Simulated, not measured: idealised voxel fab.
Documented hereafter: the process module known as voxel gate over fins.
In the cross-section labelled cut, the width is 265 nm and each square cell is 5 nm.
Cross-section spec: square-cell grid; bands listed top down; each band is one or more rows.
Each band's line starts with the height of the band's top and of its bottom, in nm. Then come its materials from left to right, each with its width in nm. One material with "all across" fills the band from edge to edge. "empty" is empty space.
The level at which height equals 0 is the one under which the wafer, as it arrives, is entirely one material. No lower edge exists for the bottom band, which continues downward and is notated as in "from 0 down".
Top row gets the first number, bottom row gets the second, and each row in between changes by the same step: that is how a band width like "30 to 40" works.
Key: "remained unchanged" - step with no changed cell in the cross-section.
Enclosed voids (no open way to top), threshold 8 cells or more, entry "Closed void listing", notation width x height at distance, distance from left edge, nm.
Text after the settings on a step's line: the simulator's own remark on that step.
A step's line can hold "overlay nm"; with a mask on that step, the setting says how far right of the planned place the mask lay, while a negative setting says it lay to the left.
So the way this works: pairs, before and after one process step. The after picture only goes down to the lowest band that actually changed, nothing below. Step and its settings are under each pair. And watch out, pairs might come from different runs of this module, same starting wafer though, so a pair only follows on from the one above if its "Geometry before processing" entry tells you so.
### Geometry before processing
from 0 down | Si all across
Closed void listing: none
### Sectional Result
from 10 to 0 | SiN all across
Anything lower than 0 is untouched.
Closed void listing: none
What step was run between the cross-section before it and the cross-section after it, both above? CONFORMAL_DEP: material SiN, thk nm 10
Geometry before processing: see the after view in the pair directly above.
### Sectional Result
from 10 to 0 | 80 nm empty | 15 nm SiN | 30 nm empty | 15 nm SiN | 30 nm empty | 15 nm SiN | 80 nm empty
Anything lower than 0 is untouched.
Closed void listing: none
What step was run between the cross-section before it and the cross-section after it, both above? MASKED_ETCH: tone cover, mask id FINS, width nm 15, pitch nm 45, etch materials SiN, depth nm 10, overlay nm 0
Geometry before processing: see the after view in the pair directly above.
### Sectional Result
from 10 to 0 | 80 nm empty | 15 nm SiN | 30 nm empty | 15 nm SiN | 30 nm empty | 15 nm SiN | 80 nm empty
from 0 to -40 | 80 nm empty | 15 nm Si | 30 nm empty | 15 nm Si | 30 nm empty | 15 nm Si | 80 nm empty
Anything lower than -40 is untouched.
Closed void listing: none
What step was run between the cross-section before it and the cross-section after it, both above? MASKED_ETCH: tone cover, mask id FINS, width nm 15, pitch nm 45, etch materials Si, depth nm 40, overlay nm 0
Geometry before processing: see the after view in the pair directly above.
### Sectional Result
from 15 to 10 | SiO2 all across
from 10 to 0 | 80 nm SiO2 | 15 nm SiN | 30 nm SiO2 | 15 nm SiN | 30 nm SiO2 | 15 nm SiN | 80 nm SiO2
from 0 to -40 | 80 nm SiO2 | 15 nm Si | 30 nm SiO2 | 15 nm Si | 30 nm SiO2 | 15 nm Si | 80 nm SiO2
Anything lower than -40 is untouched.
Closed void listing: none
What step was run between the cross-section before it and the cross-section after it, both above? FILL_DEP: material SiO2, thk nm 5
Geometry before processing: see the after view in the pair directly above.
### Sectional Result
from 10 to 0 | 80 nm SiO2 | 15 nm SiN | 30 nm SiO2 | 15 nm SiN | 30 nm SiO2 | 15 nm SiN | 80 nm SiO2
Anything lower than 0 is untouched.
Closed void listing: none
What step was run between the cross-section before it and the cross-section after it, both above? CMP: height nm 10
Geometry before processing: see the after view in the pair directly above.
### Sectional Result
from 10 to 0 | 80 nm empty | 15 nm SiN | 30 nm empty | 15 nm SiN | 30 nm empty | 15 nm SiN | 80 nm empty
from 0 to -15 | 80 nm empty | 15 nm Si | 30 nm empty | 15 nm Si | 30 nm empty | 15 nm Si | 80 nm empty
Anything lower than -15 is untouched.
Closed void listing: none
What step was run between the cross-section before it and the cross-section after it, both above? SELECTIVE_ETCH: etch materials SiO2, depth nm 25
Geometry before processing: see the after view in the pair directly above.
### Sectional Result
from 0 to -15 | 80 nm empty | 15 nm Si | 30 nm empty | 15 nm Si | 30 nm empty | 15 nm Si | 80 nm empty
Anything lower than -15 is untouched.
Closed void listing: none
What step was run between the cross-section before it and the cross-section after it, both above? STRIP: etch materials SiN
Geometry before processing: see the after view in the pair directly above.
### Sectional Result
from 5 to 0 | 75 nm empty | 25 nm HfO2 | 20 nm empty | 25 nm HfO2 | 20 nm empty | 25 nm HfO2 | 75 nm empty
from 0 to -10 | 75 nm empty | 5 nm HfO2 | 15 nm Si | 5 nm HfO2 | 20 nm empty | 5 nm HfO2 | 15 nm Si | 5 nm HfO2 | 20 nm empty | 5 nm HfO2 | 15 nm Si | 5 nm HfO2 | 75 nm empty
from -10 to -15 | 80 nm HfO2 | 15 nm Si | 30 nm HfO2 | 15 nm Si | 30 nm HfO2 | 15 nm Si | 80 nm HfO2
Anything lower than -15 is untouched.
Closed void listing: none
What step was run between the cross-section before it and the cross-section after it, both above? CONFORMAL_DEP: material HfO2, thk nm 5
Geometry before processing: see the after view in the pair directly above.
### Sectional Result
from 10 to 5 | 70 nm empty | 35 nm TiN | 10 nm empty | 35 nm TiN | 10 nm empty | 35 nm TiN | 70 nm empty
from 5 to 0 | 70 nm empty | 5 nm TiN | 25 nm HfO2 | 5 nm TiN | 10 nm empty | 5 nm TiN | 25 nm HfO2 | 5 nm TiN | 10 nm empty | 5 nm TiN | 25 nm HfO2 | 5 nm TiN | 70 nm empty
from 0 to -5 | 70 nm empty | 5 nm TiN | 5 nm HfO2 | 15 nm Si | 5 nm HfO2 | 5 nm TiN | 10 nm empty | 5 nm TiN | 5 nm HfO2 | 15 nm Si | 5 nm HfO2 | 5 nm TiN | 10 nm empty | 5 nm TiN | 5 nm HfO2 | 15 nm Si | 5 nm HfO2 | 5 nm TiN | 70 nm empty
from -5 to -10 | 75 nm TiN | 5 nm HfO2 | 15 nm Si | 5 nm HfO2 | 20 nm TiN | 5 nm HfO2 | 15 nm Si | 5 nm HfO2 | 20 nm TiN | 5 nm HfO2 | 15 nm Si | 5 nm HfO2 | 75 nm TiN
Anything lower than -10 is untouched.
Closed void listing: none
What step was run between the cross-section before it and the cross-section after it, both above? CONFORMAL_DEP: material TiN, thk nm 5
Geometry before processing: see the after view in the pair directly above.
### Sectional Result
from 25 to 10 | W all across
from 10 to 5 | 70 nm W | 35 nm TiN | 10 nm W | 35 nm TiN | 10 nm W | 35 nm TiN | 70 nm W
from 5 to 0 | 70 nm W | 5 nm TiN | 25 nm HfO2 | 5 nm TiN | 10 nm W | 5 nm TiN | 25 nm HfO2 | 5 nm TiN | 10 nm W | 5 nm TiN | 25 nm HfO2 | 5 nm TiN | 70 nm W
from 0 to -5 | 70 nm W | 5 nm TiN | 5 nm HfO2 | 15 nm Si | 5 nm HfO2 | 5 nm TiN | 10 nm W | 5 nm TiN | 5 nm HfO2 | 15 nm Si | 5 nm HfO2 | 5 nm TiN | 10 nm W | 5 nm TiN | 5 nm HfO2 | 15 nm Si | 5 nm HfO2 | 5 nm TiN | 70 nm W
Anything lower than -5 is untouched.
Closed void listing: none
What step was run between the cross-section before it and the cross-section after it, both above? FILL_DEP: material W, thk nm 15
Geometry before processing: see the after view in the pair directly above.
### Sectional Result
from 20 to 10 | W all across
Anything lower than 10 is untouched.
Closed void listing: none
What step was run between the cross-section before it and the cross-section after it, both above? CMP: height nm 20
Geometry before processing: see the after view in the pair directly above.
### Sectional Result
from 30 to 20 | SiCN all across
Anything lower than 20 is untouched.
Closed void listing: none
What step was run between the cross-section before it and the cross-section after it, both above? CONFORMAL_DEP: material SiCN, thk nm 10
### Geometry before processing
from 0 to -15 | 80 nm empty | 15 nm Si | 30 nm empty | 15 nm Si | 30 nm empty | 15 nm Si | 80 nm empty
from -15 to -40 | 80 nm SiO2 | 15 nm Si | 30 nm SiO2 | 15 nm Si | 30 nm SiO2 | 15 nm Si | 80 nm SiO2
from -40 down | Si all across
Closed void listing: none
### Sectional Result
from 5 to 0 | 75 nm empty | 25 nm TiN | 20 nm empty | 25 nm TiN | 20 nm empty | 25 nm TiN | 75 nm empty
from 0 to -10 | 75 nm empty | 5 nm TiN | 15 nm Si | 5 nm TiN | 20 nm empty | 5 nm TiN | 15 nm Si | 5 nm TiN | 20 nm empty | 5 nm TiN | 15 nm Si | 5 nm TiN | 75 nm empty
from -10 to -15 | 80 nm TiN | 15 nm Si | 30 nm TiN | 15 nm Si | 30 nm TiN | 15 nm Si | 80 nm TiN
Anything lower than -15 is untouched.
Closed void listing: none
What step was run between the cross-section before it and the cross-section after it, both above? CONFORMAL_DEP: material TiN, thk nm 5
Geometry before processing: see the after view in the pair directly above.
### Sectional Result
from 20 to 5 | W all across
from 5 to 0 | 75 nm W | 25 nm TiN | 20 nm W | 25 nm TiN | 20 nm W | 25 nm TiN | 75 nm W
from 0 to -10 | 75 nm W | 5 nm TiN | 15 nm Si | 5 nm TiN | 20 nm W | 5 nm TiN | 15 nm Si | 5 nm TiN | 20 nm W | 5 nm TiN | 15 nm Si | 5 nm TiN | 75 nm W
Anything lower than -10 is untouched.
Closed void listing: none
What step was run between the cross-section before it and the cross-section after it, both above? FILL_DEP: material W, thk nm 15
Geometry before processing: see the after view in the pair directly above.
### Sectional Result
from 30 to 20 | SiCN all across
Anything lower than 20 is untouched.
Closed void listing: none
What step was run between the cross-section before it and the cross-section after it, both above? CONFORMAL_DEP: material SiCN, thk nm 10
### Geometry before processing
from 10 to 0 | 80 nm empty | 15 nm SiN | 30 nm empty | 15 nm SiN | 30 nm empty | 15 nm SiN | 80 nm empty
from 0 to -40 | 80 nm empty | 15 nm Si | 30 nm empty | 15 nm Si | 30 nm empty | 15 nm Si | 80 nm empty
from -40 down | Si all across
Closed void listing: none
### Sectional Result
from 10 to 0 | 80 nm empty | 15 nm SiN | 30 nm empty | 15 nm SiN | 30 nm empty | 15 nm SiN | 80 nm empty
from 0 to -80 | 80 nm empty | 15 nm Si | 30 nm empty | 15 nm Si | 30 nm empty | 15 nm Si | 80 nm empty
Anything lower than -80 is untouched.
Closed void listing: none
What step was run between the cross-section before it and the cross-section after it, both above? MASKED_ETCH: tone cover, mask id FINS, width nm 15, pitch nm 45, etch materials Si, depth nm 40, overlay nm 0
Geometry before processing: see the after view in the pair directly above.
### Sectional Result
from 15 to 10 | SiO2 all across
from 10 to 0 | 80 nm SiO2 | 15 nm SiN | 30 nm SiO2 | 15 nm SiN | 30 nm SiO2 | 15 nm SiN | 80 nm SiO2
from 0 to -80 | 80 nm SiO2 | 15 nm Si | 30 nm SiO2 | 15 nm Si | 30 nm SiO2 | 15 nm Si | 80 nm SiO2
Anything lower than -80 is untouched.
Closed void listing: none
What step was run between the cross-section before it and the cross-section after it, both above? FILL_DEP: material SiO2, thk nm 5
Geometry before processing: see the after view in the pair directly above.
### Sectional Result
from 10 to 0 | 80 nm SiO2 | 15 nm SiN | 30 nm SiO2 | 15 nm SiN | 30 nm SiO2 | 15 nm SiN | 80 nm SiO2
Anything lower than 0 is untouched.
Closed void listing: none
What step was run between the cross-section before it and the cross-section after it, both above? CMP: height nm 10
Geometry before processing: see the after view in the pair directly above.
### Sectional Result
from 10 to 0 | 80 nm empty | 15 nm SiN | 30 nm empty | 15 nm SiN | 30 nm empty | 15 nm SiN | 80 nm empty
from 0 to -15 | 80 nm empty | 15 nm Si | 30 nm empty | 15 nm Si | 30 nm empty | 15 nm Si | 80 nm empty
Anything lower than -15 is untouched.
Closed void listing: none
What step was run between the cross-section before it and the cross-section after it, both above? SELECTIVE_ETCH: etch materials SiO2, depth nm 25
Geometry before processing: see the after view in the pair directly above.
### Sectional Result
from 0 to -15 | 80 nm empty | 15 nm Si | 30 nm empty | 15 nm Si | 30 nm empty | 15 nm Si | 80 nm empty
Anything lower than -15 is untouched.
Closed void listing: none
What step was run between the cross-section before it and the cross-section after it, both above? STRIP: etch materials SiN
Geometry before processing: see the after view in the pair directly above.
### Sectional Result
from 5 to 0 | 75 nm empty | 25 nm HfO2 | 20 nm empty | 25 nm HfO2 | 20 nm empty | 25 nm HfO2 | 75 nm empty
from 0 to -10 | 75 nm empty | 5 nm HfO2 | 15 nm Si | 5 nm HfO2 | 20 nm empty | 5 nm HfO2 | 15 nm Si | 5 nm HfO2 | 20 nm empty | 5 nm HfO2 | 15 nm Si | 5 nm HfO2 | 75 nm empty
from -10 to -15 | 80 nm HfO2 | 15 nm Si | 30 nm HfO2 | 15 nm Si | 30 nm HfO2 | 15 nm Si | 80 nm HfO2
Anything lower than -15 is untouched.
Closed void listing: none
What step was run between the cross-section before it and the cross-section after it, both above? CONFORMAL_DEP: material HfO2, thk nm 5
Geometry before processing: see the after view in the pair directly above.
### Sectional Result
from 10 to 5 | 70 nm empty | 35 nm TiN | 10 nm empty | 35 nm TiN | 10 nm empty | 35 nm TiN | 70 nm empty
from 5 to 0 | 70 nm empty | 5 nm TiN | 25 nm HfO2 | 5 nm TiN | 10 nm empty | 5 nm TiN | 25 nm HfO2 | 5 nm TiN | 10 nm empty | 5 nm TiN | 25 nm HfO2 | 5 nm TiN | 70 nm empty
from 0 to -5 | 70 nm empty | 5 nm TiN | 5 nm HfO2 | 15 nm Si | 5 nm HfO2 | 5 nm TiN | 10 nm empty | 5 nm TiN | 5 nm HfO2 | 15 nm Si | 5 nm HfO2 | 5 nm TiN | 10 nm empty | 5 nm TiN | 5 nm HfO2 | 15 nm Si | 5 nm HfO2 | 5 nm TiN | 70 nm empty
from -5 to -10 | 75 nm TiN | 5 nm HfO2 | 15 nm Si | 5 nm HfO2 | 20 nm TiN | 5 nm HfO2 | 15 nm Si | 5 nm HfO2 | 20 nm TiN | 5 nm HfO2 | 15 nm Si | 5 nm HfO2 | 75 nm TiN
Anything lower than -10 is untouched.
Closed void listing: none
What step was run between the cross-section before it and the cross-section after it, both above? CONFORMAL_DEP: material TiN, thk nm 5
Geometry before processing: see the after view in the pair directly above.
### Sectional Result
from 25 to 10 | W all across
from 10 to 5 | 70 nm W | 35 nm TiN | 10 nm W | 35 nm TiN | 10 nm W | 35 nm TiN | 70 nm W
from 5 to 0 | 70 nm W | 5 nm TiN | 25 nm HfO2 | 5 nm TiN | 10 nm W | 5 nm TiN | 25 nm HfO2 | 5 nm TiN | 10 nm W | 5 nm TiN | 25 nm HfO2 | 5 nm TiN | 70 nm W
from 0 to -5 | 70 nm W | 5 nm TiN | 5 nm HfO2 | 15 nm Si | 5 nm HfO2 | 5 nm TiN | 10 nm W | 5 nm TiN | 5 nm HfO2 | 15 nm Si | 5 nm HfO2 | 5 nm TiN | 10 nm W | 5 nm TiN | 5 nm HfO2 | 15 nm Si | 5 nm HfO2 | 5 nm TiN | 70 nm W
Anything lower than -5 is untouched.
Closed void listing: none
What step was run between the cross-section before it and the cross-section after it, both above? FILL_DEP: material W, thk nm 15
Geometry before processing: see the after view in the pair directly above.
### Sectional Result
from 20 to 10 | W all across
Anything lower than 10 is untouched.
Closed void listing: none
What step was run between the cross-section before it and the cross-section after it, both above? CMP: height nm 20
Geometry before processing: see the after view in the pair directly above.
### Sectional Result
from 30 to 20 | SiCN all across
Anything lower than 20 is untouched.
Closed void listing: none
What step was run between the cross-section before it and the cross-section after it, both above? CONFORMAL_DEP: material SiCN, thk nm 10
### Geometry before processing
from 10 to 0 | 80 nm SiO2 | 15 nm SiN | 30 nm SiO2 | 15 nm SiN | 30 nm SiO2 | 15 nm SiN | 80 nm SiO2
from 0 to -40 | 80 nm SiO2 | 15 nm Si | 30 nm SiO2 | 15 nm Si | 30 nm SiO2 | 15 nm Si | 80 nm SiO2
from -40 down | Si all across
Closed void listing: none
### Sectional Result
from 10 to 0 | 80 nm SiO2 | 15 nm empty | 30 nm SiO2 | 15 nm empty | 30 nm SiO2 | 15 nm empty | 80 nm SiO2
Anything lower than 0 is untouched.
Closed void listing: none
What step was run between the cross-section before it and the cross-section after it, both above? STRIP: etch materials SiN
Geometry before processing: see the after view in the pair directly above.
### Sectional Result
from 0 to -15 | 80 nm empty | 15 nm Si | 30 nm empty | 15 nm Si | 30 nm empty | 15 nm Si | 80 nm empty
from -15 to -25 | 55 nm SiO2 | 25 nm empty | 15 nm Si | 30 nm empty | 15 nm Si | 30 nm empty | 15 nm Si | 25 nm empty | 55 nm SiO2
Anything lower than -25 is untouched.
Closed void listing: none
What step was run between the cross-section before it and the cross-section after it, both above? SELECTIVE_ETCH: etch materials SiO2, depth nm 25
Geometry before processing: see the after view in the pair directly above.
### Sectional Result
from 5 to 0 | 75 nm empty | 25 nm HfO2 | 20 nm empty | 25 nm HfO2 | 20 nm empty | 25 nm HfO2 | 75 nm empty
from 0 to -10 | 75 nm empty | 5 nm HfO2 | 15 nm Si | 5 nm HfO2 | 20 nm empty | 5 nm HfO2 | 15 nm Si | 5 nm HfO2 | 20 nm empty | 5 nm HfO2 | 15 nm Si | 5 nm HfO2 | 75 nm empty
from -10 to -15 | 60 nm HfO2 | 15 nm empty | 5 nm HfO2 | 15 nm Si | 5 nm HfO2 | 20 nm empty | 5 nm HfO2 | 15 nm Si | 5 nm HfO2 | 20 nm empty | 5 nm HfO2 | 15 nm Si | 5 nm HfO2 | 15 nm empty | 60 nm HfO2
from -15 to -20 | 55 nm SiO2 | 5 nm HfO2 | 15 nm empty | 5 nm HfO2 | 15 nm Si | 5 nm HfO2 | 20 nm empty | 5 nm HfO2 | 15 nm Si | 5 nm HfO2 | 20 nm empty | 5 nm HfO2 | 15 nm Si | 5 nm HfO2 | 15 nm empty | 5 nm HfO2 | 55 nm SiO2
from -20 to -25 | 55 nm SiO2 | 25 nm HfO2 | 15 nm Si | 30 nm HfO2 | 15 nm Si | 30 nm HfO2 | 15 nm Si | 25 nm HfO2 | 55 nm SiO2
Anything lower than -25 is untouched.
Closed void listing: none
What step was run between the cross-section before it and the cross-section after it, both above? CONFORMAL_DEP: material HfO2, thk nm 5
Geometry before processing: see the after view in the pair directly above.
### Sectional Result
from 10 to 5 | 70 nm empty | 35 nm TiN | 10 nm empty | 35 nm TiN | 10 nm empty | 35 nm TiN | 70 nm empty
from 5 to 0 | 70 nm empty | 5 nm TiN | 25 nm HfO2 | 5 nm TiN | 10 nm empty | 5 nm TiN | 25 nm HfO2 | 5 nm TiN | 10 nm empty | 5 nm TiN | 25 nm HfO2 | 5 nm TiN | 70 nm empty
from 0 to -5 | 70 nm empty | 5 nm TiN | 5 nm HfO2 | 15 nm Si | 5 nm HfO2 | 5 nm TiN | 10 nm empty | 5 nm TiN | 5 nm HfO2 | 15 nm Si | 5 nm HfO2 | 5 nm TiN | 10 nm empty | 5 nm TiN | 5 nm HfO2 | 15 nm Si | 5 nm HfO2 | 5 nm TiN | 70 nm empty
from -5 to -10 | 65 nm TiN | 5 nm empty | 5 nm TiN | 5 nm HfO2 | 15 nm Si | 5 nm HfO2 | 5 nm TiN | 10 nm empty | 5 nm TiN | 5 nm HfO2 | 15 nm Si | 5 nm HfO2 | 5 nm TiN | 10 nm empty | 5 nm TiN | 5 nm HfO2 | 15 nm Si | 5 nm HfO2 | 5 nm TiN | 5 nm empty | 65 nm TiN
from -10 to -15 | 60 nm HfO2 | 5 nm TiN | 5 nm empty | 5 nm TiN | 5 nm HfO2 | 15 nm Si | 5 nm HfO2 | 5 nm TiN | 10 nm empty | 5 nm TiN | 5 nm HfO2 | 15 nm Si | 5 nm HfO2 | 5 nm TiN | 10 nm empty | 5 nm TiN | 5 nm HfO2 | 15 nm Si | 5 nm HfO2 | 5 nm TiN | 5 nm empty | 5 nm TiN | 60 nm HfO2
from -15 to -20 | 55 nm SiO2 | 5 nm HfO2 | 15 nm TiN | 5 nm HfO2 | 15 nm Si | 5 nm HfO2 | 20 nm TiN | 5 nm HfO2 | 15 nm Si | 5 nm HfO2 | 20 nm TiN | 5 nm HfO2 | 15 nm Si | 5 nm HfO2 | 15 nm TiN | 5 nm HfO2 | 55 nm SiO2
Anything lower than -20 is untouched.
Closed void listing: none
What step was run between the cross-section before it and the cross-section after it, both above? CONFORMAL_DEP: material TiN, thk nm 5
Geometry before processing: see the after view in the pair directly above.
### Sectional Result
from 25 to 10 | W all across
from 10 to 5 | 70 nm W | 35 nm TiN | 10 nm W | 35 nm TiN | 10 nm W | 35 nm TiN | 70 nm W
from 5 to 0 | 70 nm W | 5 nm TiN | 25 nm HfO2 | 5 nm TiN | 10 nm W | 5 nm TiN | 25 nm HfO2 | 5 nm TiN | 10 nm W | 5 nm TiN | 25 nm HfO2 | 5 nm TiN | 70 nm W
from 0 to -5 | 70 nm W | 5 nm TiN | 5 nm HfO2 | 15 nm Si | 5 nm HfO2 | 5 nm TiN | 10 nm W | 5 nm TiN | 5 nm HfO2 | 15 nm Si | 5 nm HfO2 | 5 nm TiN | 10 nm W | 5 nm TiN | 5 nm HfO2 | 15 nm Si | 5 nm HfO2 | 5 nm TiN | 70 nm W
from -5 to -10 | 65 nm TiN | 5 nm W | 5 nm TiN | 5 nm HfO2 | 15 nm Si | 5 nm HfO2 | 5 nm TiN | 10 nm W | 5 nm TiN | 5 nm HfO2 | 15 nm Si | 5 nm HfO2 | 5 nm TiN | 10 nm W | 5 nm TiN | 5 nm HfO2 | 15 nm Si | 5 nm HfO2 | 5 nm TiN | 5 nm W | 65 nm TiN
from -10 to -15 | 60 nm HfO2 | 5 nm TiN | 5 nm W | 5 nm TiN | 5 nm HfO2 | 15 nm Si | 5 nm HfO2 | 5 nm TiN | 10 nm W | 5 nm TiN | 5 nm HfO2 | 15 nm Si | 5 nm HfO2 | 5 nm TiN | 10 nm W | 5 nm TiN | 5 nm HfO2 | 15 nm Si | 5 nm HfO2 | 5 nm TiN | 5 nm W | 5 nm TiN | 60 nm HfO2
Anything lower than -15 is untouched.
Closed void listing: none
What step was run between the cross-section before it and the cross-section after it, both above? FILL_DEP: material W, thk nm 15
Geometry before processing: see the after view in the pair directly above.
### Sectional Result
from 20 to 10 | W all across
Anything lower than 10 is untouched.
Closed void listing: none
What step was run between the cross-section before it and the cross-section after it, both above? CMP: height nm 20
Geometry before processing: see the after view in the pair directly above.
### Sectional Result
from 30 to 20 | SiCN all across
Anything lower than 20 is untouched.
Closed void listing: none
What step was run between the cross-section before it and the cross-section after it, both above? CONFORMAL_DEP: material SiCN, thk nm 10
### Geometry before processing
from 10 to 0 | 80 nm empty | 15 nm SiN | 30 nm empty | 15 nm SiN | 30 nm empty | 15 nm SiN | 80 nm empty
from 0 down | Si all across
Closed void listing: none
### Sectional Result
from 10 to 0 | 80 nm empty | 15 nm SiN | 30 nm empty | 15 nm SiN | 30 nm empty | 15 nm SiN | 80 nm empty
from 0 to -50 | 80 nm empty | 15 nm Si | 30 nm empty | 15 nm Si | 30 nm empty | 15 nm Si | 80 nm empty
Anything lower than -50 is untouched.
Closed void listing: none
What step was run between the cross-section before it and the cross-section after it, both above? MASKED_ETCH: tone cover, mask id FINS, width nm 15, pitch nm 45, etch materials Si, depth nm 50, overlay nm 0
Geometry before processing: see the after view in the pair directly above.
### Sectional Result
from 15 to 10 | SiO2 all across
from 10 to 0 | 80 nm SiO2 | 15 nm SiN | 30 nm SiO2 | 15 nm SiN | 30 nm SiO2 | 15 nm SiN | 80 nm SiO2
from 0 to -50 | 80 nm SiO2 | 15 nm Si | 30 nm SiO2 | 15 nm Si | 30 nm SiO2 | 15 nm Si | 80 nm SiO2
Anything lower than -50 is untouched.
Closed void listing: none
What step was run between the cross-section before it and the cross-section after it, both above? FILL_DEP: material SiO2, thk nm 5
Geometry before processing: see the after view in the pair directly above.
### Sectional Result
from 10 to 0 | 80 nm SiO2 | 15 nm SiN | 30 nm SiO2 | 15 nm SiN | 30 nm SiO2 | 15 nm SiN | 80 nm SiO2
Anything lower than 0 is untouched.
Closed void listing: none
What step was run between the cross-section before it and the cross-section after it, both above? CMP: height nm 10
Geometry before processing: see the after view in the pair directly above.
### Sectional Result
from 10 to 0 | 80 nm empty | 15 nm SiN | 30 nm empty | 15 nm SiN | 30 nm empty | 15 nm SiN | 80 nm empty
from 0 to -15 | 80 nm empty | 15 nm Si | 30 nm empty | 15 nm Si | 30 nm empty | 15 nm Si | 80 nm empty
Anything lower than -15 is untouched.
Closed void listing: none
What step was run between the cross-section before it and the cross-section after it, both above? SELECTIVE_ETCH: etch materials SiO2, depth nm 25
Geometry before processing: see the after view in the pair directly above.
### Sectional Result
from 0 to -15 | 80 nm empty | 15 nm Si | 30 nm empty | 15 nm Si | 30 nm empty | 15 nm Si | 80 nm empty
Anything lower than -15 is untouched.
Closed void listing: none
What step was run between the cross-section before it and the cross-section after it, both above? STRIP: etch materials SiN
Geometry before processing: see the after view in the pair directly above.
### Sectional Result
from 5 to 0 | 75 nm empty | 25 nm HfO2 | 20 nm empty | 25 nm HfO2 | 20 nm empty | 25 nm HfO2 | 75 nm empty
from 0 to -10 | 75 nm empty | 5 nm HfO2 | 15 nm Si | 5 nm HfO2 | 20 nm empty | 5 nm HfO2 | 15 nm Si | 5 nm HfO2 | 20 nm empty | 5 nm HfO2 | 15 nm Si | 5 nm HfO2 | 75 nm empty
from -10 to -15 | 80 nm HfO2 | 15 nm Si | 30 nm HfO2 | 15 nm Si | 30 nm HfO2 | 15 nm Si | 80 nm HfO2
Anything lower than -15 is untouched.
Closed void listing: none
What step was run between the cross-section before it and the cross-section after it, both above? CONFORMAL_DEP: material HfO2, thk nm 5
Geometry before processing: see the after view in the pair directly above.
### Sectional Result
from 10 to 5 | 70 nm empty | 35 nm TiN | 10 nm empty | 35 nm TiN | 10 nm empty | 35 nm TiN | 70 nm empty
from 5 to 0 | 70 nm empty | 5 nm TiN | 25 nm HfO2 | 5 nm TiN | 10 nm empty | 5 nm TiN | 25 nm HfO2 | 5 nm TiN | 10 nm empty | 5 nm TiN | 25 nm HfO2 | 5 nm TiN | 70 nm empty
from 0 to -5 | 70 nm empty | 5 nm TiN | 5 nm HfO2 | 15 nm Si | 5 nm HfO2 | 5 nm TiN | 10 nm empty | 5 nm TiN | 5 nm HfO2 | 15 nm Si | 5 nm HfO2 | 5 nm TiN | 10 nm empty | 5 nm TiN | 5 nm HfO2 | 15 nm Si | 5 nm HfO2 | 5 nm TiN | 70 nm empty
from -5 to -10 | 75 nm TiN | 5 nm HfO2 | 15 nm Si | 5 nm HfO2 | 20 nm TiN | 5 nm HfO2 | 15 nm Si | 5 nm HfO2 | 20 nm TiN | 5 nm HfO2 | 15 nm Si | 5 nm HfO2 | 75 nm TiN
Anything lower than -10 is untouched.
Closed void listing: none
What step was run between the cross-section before it and the cross-section after it, both above? CONFORMAL_DEP: material TiN, thk nm 5
Geometry before processing: see the after view in the pair directly above.
### Sectional Result
from 25 to 10 | W all across
from 10 to 5 | 70 nm W | 35 nm TiN | 10 nm W | 35 nm TiN | 10 nm W | 35 nm TiN | 70 nm W
from 5 to 0 | 70 nm W | 5 nm TiN | 25 nm HfO2 | 5 nm TiN | 10 nm W | 5 nm TiN | 25 nm HfO2 | 5 nm TiN | 10 nm W | 5 nm TiN | 25 nm HfO2 | 5 nm TiN | 70 nm W
from 0 to -5 | 70 nm W | 5 nm TiN | 5 nm HfO2 | 15 nm Si | 5 nm HfO2 | 5 nm TiN | 10 nm W | 5 nm TiN | 5 nm HfO2 | 15 nm Si | 5 nm HfO2 | 5 nm TiN | 10 nm W | 5 nm TiN | 5 nm HfO2 | 15 nm Si | 5 nm HfO2 | 5 nm TiN | 70 nm W
Anything lower than -5 is untouched.
Closed void listing: none
What step was run between the cross-section before it and the cross-section after it, both above? FILL_DEP: material W, thk nm 15
Geometry before processing: see the after view in the pair directly above.
### Sectional Result
from 20 to 10 | W all across
Anything lower than 10 is untouched.
Closed void listing: none
What step was run between the cross-section before it and the cross-section after it, both above? CMP: height nm 20
Geometry before processing: see the after view in the pair directly above.
### Sectional Result
from 30 to 20 | SiCN all across
Anything lower than 20 is untouched.
Closed void listing: none
What step was run between the cross-section before it and the cross-section after it, both above? CONFORMAL_DEP: material SiCN, thk nm 10
### Geometry before processing
from 0 to -15 | 80 nm empty | 15 nm Si | 30 nm empty | 15 nm Si | 30 nm empty | 15 nm Si | 80 nm empty
from -15 to -40 | 80 nm SiO2 | 15 nm Si | 30 nm SiO2 | 15 nm Si | 30 nm SiO2 | 15 nm Si | 80 nm SiO2
from -40 down | Si all across
Closed void listing: none
### Sectional Result
from 5 to 0 | 75 nm empty | 25 nm SiO2 | 20 nm empty | 25 nm SiO2 | 20 nm empty | 25 nm SiO2 | 75 nm empty
from 0 to -10 | 75 nm empty | 5 nm SiO2 | 15 nm Si | 5 nm SiO2 | 20 nm empty | 5 nm SiO2 | 15 nm Si | 5 nm SiO2 | 20 nm empty | 5 nm SiO2 | 15 nm Si | 5 nm SiO2 | 75 nm empty
from -10 to -40 | 80 nm SiO2 | 15 nm Si | 30 nm SiO2 | 15 nm Si | 30 nm SiO2 | 15 nm Si | 80 nm SiO2
Anything lower than -40 is untouched.
Closed void listing: none
What step was run between the cross-section before it and the cross-section after it, both above? CONFORMAL_DEP: material SiO2, thk nm 5
Geometry before processing: see the after view in the pair directly above.
### Sectional Result
from 10 to 5 | 70 nm empty | 35 nm TiN | 10 nm empty | 35 nm TiN | 10 nm empty | 35 nm TiN | 70 nm empty
from 5 to 0 | 70 nm empty | 5 nm TiN | 25 nm SiO2 | 5 nm TiN | 10 nm empty | 5 nm TiN | 25 nm SiO2 | 5 nm TiN | 10 nm empty | 5 nm TiN | 25 nm SiO2 | 5 nm TiN | 70 nm empty
from 0 to -5 | 70 nm empty | 5 nm TiN | 5 nm SiO2 | 15 nm Si | 5 nm SiO2 | 5 nm TiN | 10 nm empty | 5 nm TiN | 5 nm SiO2 | 15 nm Si | 5 nm SiO2 | 5 nm TiN | 10 nm empty | 5 nm TiN | 5 nm SiO2 | 15 nm Si | 5 nm SiO2 | 5 nm TiN | 70 nm empty
from -5 to -10 | 75 nm TiN | 5 nm SiO2 | 15 nm Si | 5 nm SiO2 | 20 nm TiN | 5 nm SiO2 | 15 nm Si | 5 nm SiO2 | 20 nm TiN | 5 nm SiO2 | 15 nm Si | 5 nm SiO2 | 75 nm TiN
Anything lower than -10 is untouched.
Closed void listing: none
What step was run between the cross-section before it and the cross-section after it, both above? CONFORMAL_DEP: material TiN, thk nm 5
